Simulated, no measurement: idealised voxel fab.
process module | voxel transistor to metal
cross-section cut | 170 nm wide | cells 5 nm
A cross-section is a grid of square cells, given in bands from the top down. A band is one or more rows of cells.
Each band's line starts with the height of the band's top and of its bottom, in nm. Then come its materials from left to right, each with its width in nm. One material with "throughout" fills the band from edge to edge. "air" is empty space.
Height 0 is the level under which the wafer as received is all one material. The lowest band goes on downwards, as in "0 down".
A width such as "30 to 40" changes by the same amount from each row of cells to the next, from the band's top row to its bottom row.
"no change" after a step means that no cell of the cross-section changed.
closed voids: empty space of 8 cells or more with no open way to the top, each as width x height at its distance from the left edge, in nm
after a step's settings: what the simulator itself notes on the step
overlay nm, on a step with a mask: how far to the right of its planned place the mask lay; to the left if negative
plan
1 op RECEIVE | material Si
2 op CONFORMAL_DEP | material SiO2 | thk nm 5
3 op CONFORMAL_DEP | material SiN | thk nm 15
4 op MASKED_ETCH | tone cover | mask id ACTIVE | width nm 95 | etch materials SiN | depth nm 15 | overlay nm 0
5 op MASKED_ETCH | tone cover | mask id ACTIVE | width nm 95 | etch materials SiO2 | depth nm 5 | overlay nm 0
6 op MASKED_ETCH | tone cover | mask id ACTIVE | width nm 95 | etch materials Si | depth nm 20 | overlay nm 0
7 op OXIDIZE | depth nm 5
8 op FILL_DEP | material SiO2 | thk nm 15
9 op CMP | height nm 20
10 op SELECTIVE_ETCH | etch materials SiO2 | depth nm 10
11 op STRIP | etch materials SiN
12 op SELECTIVE_ETCH | etch materials SiO2 | depth nm 5
13 op OXIDIZE | depth nm 5
14 op DIRECTIONAL_DEP | material polySi | thk nm 30
15 op DIRECTIONAL_DEP | material SiCN | thk nm 5
16 op PATTERN | tone cover | mask id GATE | material resist | width nm 15 | thk nm 20 | overlay nm 0
17 op DIRECTIONAL_ETCH | etch materials SiCN | depth nm 20
18 op DIRECTIONAL_ETCH | etch materials polySi | depth nm 40
19 op STRIP | etch materials resist
20 op CONFORMAL_DEP | material SiN | thk nm 10
21 op DIRECTIONAL_ETCH | etch materials SiN | depth nm 10
22 op DIRECTIONAL_ETCH | etch materials SiO2 | depth nm 5
23 op DIRECTIONAL_ETCH | etch materials Si | depth nm 5
24 op EPI | material pSi | thk nm 10
25 op FILL_DEP | material SiO2 | thk nm 5
26 op CMP | height nm 40
27 op DIRECTIONAL_DEP | material SiO2 | thk nm 15
28 op MASKED_ETCH | tone open | mask id CONTACT | width nm 15 | pitch nm 60 | etch materials SiO2 | depth nm 55 | overlay nm 0
29 op CONFORMAL_DEP | material TiN | thk nm 5
30 op FILL_DEP | material Ru | thk nm 10
31 op CMP | height nm 55
32 op CONFORMAL_DEP | material SiN | thk nm 5
33 op DIRECTIONAL_DEP | material SiO2 | thk nm 25
34 op PATTERN | tone open | mask id METAL_1 | material resist | width nm 15 | pitch nm 60 | thk nm 15 | overlay nm 0
35 op DIRECTIONAL_ETCH | etch materials SiO2 | depth nm 25
36 op DIRECTIONAL_ETCH | etch materials SiN | depth nm 5
37 op STRIP | etch materials resist
38 op CONFORMAL_DEP | material TiN | thk nm 5
39 op FILL_DEP | material Cu | thk nm 5
40 op CMP | height nm 85
41 op CONFORMAL_DEP | material SiCN | thk nm 5
varied across the wafers: thk nm of step 15. The plan shows the first wafer's value. All wafers start alike
first wafer as received, after step 1
  0 down: Si throughout
  closed voids: none
first wafer at the end, after step 41
  90 to 85: SiCN throughout
  85 to 60: SiO2 45 | TiN 5 | Cu 5 | TiN 5 | SiO2 45 | TiN 5 | Cu 5 | TiN 5 | SiO2 50
  60 to 55: SiN 45 | TiN 15 | SiN 45 | TiN 15 | SiN 50
  55 to 35: SiO2 45 | TiN 5 | Ru 5 | TiN 5 | SiO2 45 | TiN 5 | Ru 5 | TiN 5 | SiO2 50
  35 to 30: SiO2 45 | TiN 5 | Ru 5 | TiN 5 | SiO2 5 | SiN 10 | SiCN 15 | SiN 10 | SiO2 5 | TiN 5 | Ru 5 | TiN 5 | SiO2 50
  30 to 10: SiO2 45 | TiN 5 | Ru 5 | TiN 5 | SiO2 5 | SiN 10 | polySi 15 | SiN 10 | SiO2 5 | TiN 5 | Ru 5 | TiN 5 | SiO2 50
  10 to 5: SiO2 45 | TiN 15 | SiO2 5 | SiN 10 | polySi 15 | SiN 10 | SiO2 5 | TiN 15 | SiO2 50
  5 to 0: SiO2 30 | SiN 10 | SiO2 5 | TiN 10 | pSi 10 | SiN 10 | polySi 15 | SiN 10 | pSi 10 | TiN 10 | SiO2 5 | SiN 10 | SiO2 35
  0 to -5: SiO2 40 | pSi 25 | SiO2 35 | pSi 25 | SiO2 45
  -5 to -10: SiO2 40 | pSi 25 | Si 35 | pSi 25 | SiO2 45
  -10 to -25: SiO2 40 | Si 85 | SiO2 45
  -25 down: Si throughout
  closed voids: none
last wafer at the end
  90 to 85: SiCN throughout
  85 to 60: SiO2 45 | TiN 5 | Cu 5 | TiN 5 | SiO2 45 | TiN 5 | Cu 5 | TiN 5 | SiO2 50
  60 to 55: SiN 45 | TiN 15 | SiN 45 | TiN 15 | SiN 50
  55 to 40: SiO2 45 | TiN 5 | Ru 5 | TiN 5 | SiO2 45 | TiN 5 | Ru 5 | TiN 5 | SiO2 50
  40 to 35: SiCN 30 | SiN 10 | SiO2 5 | TiN 15 | SiO2 5 | SiN 10 | SiCN 15 | SiN 10 | SiO2 5 | TiN 15 | SiO2 5 | SiN 10 | SiCN 35
  35 to 30: polySi 30 | SiCN 105 | polySi 35
  30 to 5: polySi throughout
  5 to 0: SiO2 30 | polySi 105 | SiO2 35
  0 to -5: SiO2 throughout
  -5 to -25: SiO2 40 | Si 85 | SiO2 45
  -25 down: Si throughout
  closed voids: none
each wafer at the end: cells of each material gained (+) or lost (-) since it was received, then its closed voids
thk nm 5 | +10 Cu | +18 Ru | -112 Si | +37 SiCN | +60 SiN | +485 SiO2 | +72 TiN | +24 pSi | +18 polySi | closed voids: none
thk nm 10 | +10 Cu | +18 Ru | -112 Si | +40 SiCN | +64 SiN | +478 SiO2 | +72 TiN | +24 pSi | +18 polySi | closed voids: none
thk nm 15 | +10 Cu | +18 Ru | -112 Si | +40 SiCN | +64 SiN | +478 SiO2 | +72 TiN | +24 pSi | +18 polySi | closed voids: none
thk nm 20 | +10 Cu | +18 Ru | -112 Si | +40 SiCN | +64 SiN | +478 SiO2 | +72 TiN | +24 pSi | +18 polySi | closed voids: none
thk nm 25 | +10 Cu | +6 Ru | -102 Si | +71 SiCN | +36 SiN | +343 SiO2 | +44 TiN | +204 polySi | closed voids: none
